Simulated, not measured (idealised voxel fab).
process module | voxel gate over fins
cross-section cut | 250 nm wide | cells 5 nm
A cross-section is a grid of square cells, given in bands from the top down. A band is one or more rows of cells.
Each band's line starts with the height of the band's top and of its bottom, in nm. Then come its materials from left to right, each with its width in nm. One material with "throughout" fills the band from edge to edge. "air" is empty space.
Height 0 is the level under which the wafer as received is all one material. The lowest band goes on downwards, as in "0 down".
A width such as "30 to 40" changes by the same amount from each row of cells to the next, from the band's top row to its bottom row.
"no change" after a step means that no cell of the cross-section changed.
closed voids: empty space of 8 cells or more with no open way to the top, each as width x height at its distance from the left edge, in nm
after a step's settings: what the simulator itself notes on the step
overlay nm, on a step with a mask: how far to the right of its planned place the mask lay; to the left if negative
plan
1 op RECEIVE | material Si
2 op CONFORMAL_DEP | material SiN | thk nm 5
3 op MASKED_ETCH | tone cover | mask id FINS | width nm 15 | pitch nm 60 | etch materials SiN | depth nm 5 | overlay nm 0
4 op MASKED_ETCH | tone cover | mask id FINS | width nm 15 | pitch nm 60 | etch materials Si | depth nm 40 | overlay nm 0
5 op OXIDIZE | depth nm 5
6 op FILL_DEP | material SiO2 | thk nm 10
7 op CMP | height nm 5
8 op DIRECTIONAL_DEP | material aC | thk nm 10
9 op PATTERN | tone open | mask id RAIL | material resist | width nm 15 | thk nm 30 | overlay nm 0
10 op DIRECTIONAL_ETCH | etch materials aC | depth nm 5
11 op STRIP | etch materials resist
12 op DIRECTIONAL_ETCH | etch materials SiO2 | depth nm 40
13 op STRIP | etch materials aC
14 op CONFORMAL_DEP | material TiN | thk nm 5
15 op FILL_DEP | material W | thk nm 10
16 op CMP | height nm 5
17 op SELECTIVE_ETCH | etch materials W Ru TiN | depth nm 25
18 op FILL_DEP | material SiO2 | thk nm 5
19 op CMP | height nm 5
20 op SELECTIVE_ETCH | etch materials SiO2 | depth nm 15
21 op STRIP | etch materials SiN
22 op CONFORMAL_DEP | material HfO2 | thk nm 5
23 op CONFORMAL_DEP | material TiN | thk nm 5
24 op CONFORMAL_DEP | material TiAl | thk nm 5
25 op CONFORMAL_DEP | material TiN | thk nm 5
26 op FILL_DEP | material W | thk nm 10
27 op CMP | height nm 25
28 op CONFORMAL_DEP | material SiN | thk nm 10
varied across the wafers: depth nm of step 10. The plan shows the first wafer's value. All wafers start alike
first wafer as received, after step 1
  0 down: Si throughout
  closed voids: none
each wafer at the end: cells of each material gained (+) or lost (-) since it was received, then its closed voids
depth nm 5 | +62 HfO2 | -423 Si | +100 SiN | +329 SiO2 | +62 TiAl | +124 TiN | +96 W | closed voids: none
depth nm 10 | +62 HfO2 | -423 Si | +100 SiN | +320 SiO2 | +62 TiAl | +131 TiN | +98 W | closed voids: none
depth nm 15 | +62 HfO2 | -423 Si | +100 SiN | +320 SiO2 | +62 TiAl | +131 TiN | +98 W | closed voids: none
depth nm 20 | +62 HfO2 | -423 Si | +100 SiN | +320 SiO2 | +62 TiAl | +131 TiN | +98 W | closed voids: none
depth nm 25 | +62 HfO2 | -423 Si | +100 SiN | +320 SiO2 | +62 TiAl | +131 TiN | +98 W | closed voids: none
